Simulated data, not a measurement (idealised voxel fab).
The following is a process module called voxel self aligned contacts.
Section cut is 185 nm wide and gridded with 5 nm square cells.
Cross-section, as written here: a square-cell grid given band by band from the top down, where a band holds one or more rows of cells. Heads up on the band format: heights come first, top then bottom, in nm. After that it's the materials left to right, each with its width in nm. A single material flagged "throughout" fills the whole band edge to edge, and "empty" means there's empty space there. Heads up on the height convention: 0 is the point under which the incoming wafer is all one material, and the lowest band has no bottom, it just keeps going down, like "from 0 down". Width: "30 to 40" (first number = top row, second number = bottom row, same change from row to row of cells). Take "no modification" at face value: in the step it is given for, the cross-section changed in none of its cells. You'll see "Sealed-off cavities" listing empty spaces that have no way open to the top, as long as they're 8 cells or more; the notation is width x height at distance, where the distance is from the left edge, and all of it is in nm. Text after the settings on a step's line: the simulator's own remark on that step. The optional step-line setting "overlay nm" applies to steps with a mask and quantifies how far to the right of its planned location the mask lay, a negative value indicating leftward placement.

THE PROCESS STEPS THAT WERE PLANNED ARE LISTED BELOW
1. RECEIVE, material Si
2. CONFORMAL_DEP, material SiO2, thk nm 5
3. DIRECTIONAL_DEP, material polySi, thk nm 20
4. DIRECTIONAL_DEP, material SiN, thk nm 15
5. PATTERN, tone cover, mask id GATE, material resist, width nm 30, pitch nm 60, thk nm 15, overlay nm 0
6. DIRECTIONAL_ETCH, etch materials SiN, depth nm 15
7. DIRECTIONAL_ETCH, etch materials polySi, depth nm 20
8. STRIP, etch materials resist
9. CONFORMAL_DEP, material SiN, thk nm 5
10. DIRECTIONAL_ETCH, etch materials SiN, depth nm 5
11. FILL_DEP, material SiO2, thk nm 15
12. CMP, height nm 45
13. MASKED_ETCH, tone open, mask id CONTACT, width nm 40, pitch nm 60, etch materials SiO2, depth nm 45, overlay nm 0
14. CONFORMAL_DEP, material TiN, thk nm 5
15. FILL_DEP, material W, thk nm 5
16. CMP, height nm 45
17. CONFORMAL_DEP, material SiCN, thk nm 5

HERE'S WHAT THE WAFER LOOKED LIKE IN CROSS-SECTION WHEN IT ARRIVED - THAT'S AFTER STEP 1
from 0 down = Si throughout
Sealed-off cavities: none

STARTING STRUCTURE AND PROCESS PLAN ARE AS SHOWN ABOVE, BUT ONE MISTAKE WAS MADE IN RUNNING THE MODULE; THE WAFER CROSS-SECTION AT THE END OF THE MODULE FOLLOWS
from 50 to 45 = SiCN throughout
from 45 to 25 = 180 SiN  5 SiO2
from 25 to 15 = 15 SiN  30 polySi  30 SiN  30 polySi  30 SiN  30 polySi  15 SiN  5 SiO2
from 15 to 5 = 15 SiN  30 polySi  30 SiN  30 polySi  30 SiN  30 polySi  20 SiN
from 5 to 0 = SiO2 throughout
from 0 down = Si throughout
Sealed-off cavities: none
What was the processing mistake? step 9 ran with different settings than intended, the actual operation and settings being CONFORMAL_DEP, material SiN, thk nm 15
